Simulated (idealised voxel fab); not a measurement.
The process module that follows is named voxel self aligned contacts.
FYI the section here is cut, 280 nm wide, cells are 5 nm squares.
Heads up, the way a cross-section reads in here is a grid of square cells, handed over as bands from the top down, with every band being one or more rows of cells.
Within each band entry, the heights of the top and of the bottom of the band appear first, in that order and in nm; the materials of the band then follow from left to right, each with its corresponding width in nm. The designation "edge to edge" on a single material indicates that it fills the band from edge to edge; the designation "blank" indicates empty space.
Where do heights start? At 0: under that level the wafer as delivered is made of one material only. And the lowest band has no floor; it just carries on downward, as in "0 and below".
Quick explanation for "30 to 40": the width changes in equal steps down the rows of cells, from the first number in the band's top row to the second number in its bottom row.
Where a step carries "nothing different", the cross-section came out of it unchanged, cell for cell.
Closed cavity list: empty space of 8 cells or more with no open way to the top, each as width x height at its distance from the left edge, in nm
That trailing text on a step's line, after the settings, is the simulator's own remark on the step.
A step line may carry the setting "overlay nm", which, for steps involving a mask, states the distance by which the mask lay to the right of its intended position; negative values denote displacement to the left.

Plan:
1,RECEIVE with material Si
2,CONFORMAL_DEP with material SiO2, thk nm 5
3,DIRECTIONAL_DEP with material polySi, thk nm 30
4,DIRECTIONAL_DEP with material SiN, thk nm 15
5,MASKED_ETCH with tone cover, mask id GATE, width nm 25, pitch nm 60, etch materials SiN, depth nm 15, overlay nm 0
6,MASKED_ETCH with tone cover, mask id GATE, width nm 25, pitch nm 60, etch materials polySi, depth nm 30, overlay nm 0
7,CONFORMAL_DEP with material SiN, thk nm 5
8,DIRECTIONAL_ETCH with etch materials SiN, depth nm 5
9,FILL_DEP with material SiO2, thk nm 20
10,CMP with height nm 60
11,PATTERN with tone open, mask id CONTACT, material resist, width nm 45, thk nm 15, overlay nm 0
12,DIRECTIONAL_ETCH with etch materials SiO2, depth nm 60
13,STRIP with etch materials resist
14,CONFORMAL_DEP with material TiN, thk nm 5
15,FILL_DEP with material Ru, thk nm 5
16,CMP with height nm 60
17,CONFORMAL_DEP with material SiN, thk nm 5

Cross-sectional view of the wafer in its as-received condition, corresponding to the state after step 1:
> 0 and below  Si edge to edge
> Closed cavity list: none

Cross-section at module end, one run error; start and plan unchanged from above:
> 65 down to 60  SiN edge to edge
> 60 down to 50  115 nm SiO2 | 5 to 15 nm TiN | 35 to 15 nm Ru | 5 to 15 nm TiN | 120 nm SiO2
> 50 down to 25  90 nm SiO2 | 5 nm SiN | 25 nm polySi | 5 nm SiN | 5 nm TiN | 15 nm Ru | 5 nm TiN | 5 nm SiN | 25 nm polySi | 5 nm SiN | 95 nm SiO2
> 25 down to 20  90 nm SiO2 | 5 nm SiN | 25 nm polySi | 5 nm SiN | 25 nm TiN | 5 nm SiN | 25 nm polySi | 5 nm SiN | 95 nm SiO2
> 20 down to 5  SiN edge to edge
> 5 down to 0  SiO2 edge to edge
> 0 and below  Si edge to edge
> Closed cavity list: none
Processing error: the intended sequence of steps 3 and 4 was reversed during processing, with each occupying the position of the other
